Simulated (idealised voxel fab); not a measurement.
process module | voxel transistor to metal
cross-section cut | 170 nm wide | cells 5 nm
A cross-section is a grid of square cells, given in bands from the top down. A band is one or more rows of cells.
Each band's line starts with the height of the band's top and of its bottom, in nm. Then come its materials from left to right, each with its width in nm. One material with "throughout" fills the band from edge to edge. "air" is empty space.
Height 0 is the level under which the wafer as received is all one material. The lowest band goes on downwards, as in "0 down".
A width such as "30 to 40" changes by the same amount from each row of cells to the next, from the band's top row to its bottom row.
"no change" after a step means that no cell of the cross-section changed.
closed voids: empty space of 8 cells or more with no open way to the top, each as width x height at its distance from the left edge, in nm
after a step's settings: what the simulator itself notes on the step
overlay nm, on a step with a mask: how far to the right of its planned place the mask lay; to the left if negative
plan
1 op RECEIVE | material Si
2 op OXIDIZE | depth nm 5
3 op CONFORMAL_DEP | material SiN | thk nm 15
4 op PATTERN | tone cover | mask id ACTIVE | material resist | width nm 100 | thk nm 15 | overlay nm 0
5 op DIRECTIONAL_ETCH | etch materials SiN | depth nm 15
6 op DIRECTIONAL_ETCH | etch materials SiO2 | depth nm 5
7 op DIRECTIONAL_ETCH | etch materials Si | depth nm 25
8 op STRIP | etch materials resist
9 op OXIDIZE | depth nm 5
10 op FILL_DEP | material SiO2 | thk nm 5
11 op CMP | height nm 15
12 op SELECTIVE_ETCH | etch materials SiO2 | depth nm 5
13 op STRIP | etch materials SiN
14 op SELECTIVE_ETCH | etch materials SiO2 | depth nm 5
15 op OXIDIZE | depth nm 5
16 op DIRECTIONAL_DEP | material polySi | thk nm 30
17 op DIRECTIONAL_DEP | material SiCN | thk nm 10
18 op PATTERN | tone cover | mask id GATE | material resist | width nm 20 | thk nm 15 | overlay nm 0
19 op DIRECTIONAL_ETCH | etch materials SiCN | depth nm 20
20 op DIRECTIONAL_ETCH | etch materials polySi | depth nm 40
21 op STRIP | etch materials resist
22 op CONFORMAL_DEP | material SiO2 | thk nm 5
23 op DIRECTIONAL_ETCH | etch materials SiO2 | depth nm 5
24 op CONFORMAL_DEP | material SiN | thk nm 5
25 op DIRECTIONAL_ETCH | etch materials SiN | depth nm 5
26 op DIRECTIONAL_ETCH | etch materials SiO2 | depth nm 5
27 op DIRECTIONAL_ETCH | etch materials Si | depth nm 5
28 op EPI | material pSi | thk nm 5
29 op FILL_DEP | material SiO2 | thk nm 10
30 op CMP | height nm 35
31 op DIRECTIONAL_DEP | material SiO2 | thk nm 15
32 op MASKED_ETCH | tone open | mask id CONTACT | width nm 30 | pitch nm 60 | etch materials SiO2 | depth nm 60 | overlay nm 0
33 op CONFORMAL_DEP | material TiN | thk nm 5
34 op FILL_DEP | material W | thk nm 5
35 op CMP | height nm 50
36 op CONFORMAL_DEP | material SiN | thk nm 5
37 op DIRECTIONAL_DEP | material SiO2 | thk nm 15
38 op DIRECTIONAL_DEP | material aC | thk nm 15
39 op PATTERN | tone open | mask id METAL_1 | material resist | width nm 20 | pitch nm 70 | thk nm 30 | overlay nm 0
40 op DIRECTIONAL_ETCH | etch materials aC | depth nm 15
41 op STRIP | etch materials resist
42 op DIRECTIONAL_ETCH | etch materials SiO2 | depth nm 15
43 op DIRECTIONAL_ETCH | etch materials SiN | depth nm 5
44 op STRIP | etch materials aC
45 op CONFORMAL_DEP | material TiN | thk nm 5
46 op FILL_DEP | material Cu | thk nm 5
47 op CMP | height nm 70
48 op CONFORMAL_DEP | material SiN | thk nm 5
as received, after step 1
  0 down: Si throughout
  closed voids: none
a wafer at the end: this start, this plan, one mistake
  75 to 70: SiN throughout
  70 to 55: SiO2 40 | TiN 5 | Cu 15 | TiN 5 | SiO2 45 | TiN 5 | Cu 15 | TiN 5 | SiO2 35
  55 to 50: SiN 40 | TiN 25 | SiN 45 | TiN 25 | SiN 35
  50 to 40: SiO2 40 | TiN 5 | W 20 | TiN 5 | SiO2 30 | TiN 5 | W 20 | TiN 5 | SiO2 40
  40 to 35: SiO2 40 | TiN 5 | W 15 | TiN 10 | SiO2 30 | TiN 10 | W 15 | TiN 5 | SiO2 40
  35 to 25: SiO2 40 | TiN 5 | W 15 | TiN 5 | SiN 5 | SiO2 5 | SiCN 20 | SiO2 5 | SiN 5 | TiN 5 | W 15 | TiN 5 | SiO2 40
  25 to 5: SiO2 40 | TiN 5 | W 15 | TiN 5 | SiN 5 | SiO2 5 | polySi 20 | SiO2 5 | SiN 5 | TiN 5 | W 15 | TiN 5 | SiO2 40
  5 to -5: SiO2 35 | SiN 5 | TiN 5 | W 15 to 10 | TiN 5 to 10 | SiN 5 | SiO2 5 | polySi 20 | SiO2 5 | SiN 5 | TiN 5 to 10 | W 15 to 10 | TiN 5 | SiN 5 | SiO2 35
  -5 to -10: SiO2 40 | TiN 20 | pSi 5 | SiO2 40 | pSi 5 | TiN 20 | SiO2 40
  -10 to -15: SiO2 40 | pSi 25 | Si 40 | pSi 25 | SiO2 40
  -15 to -35: SiO2 40 | Si 90 | SiO2 40
  -35 down: Si throughout
  closed voids: none
what went wrong: step 39 ran as: op PATTERN | tone open | mask id METAL_1 | material resist | width nm 25 | pitch nm 70 | thk nm 30 | overlay nm 0
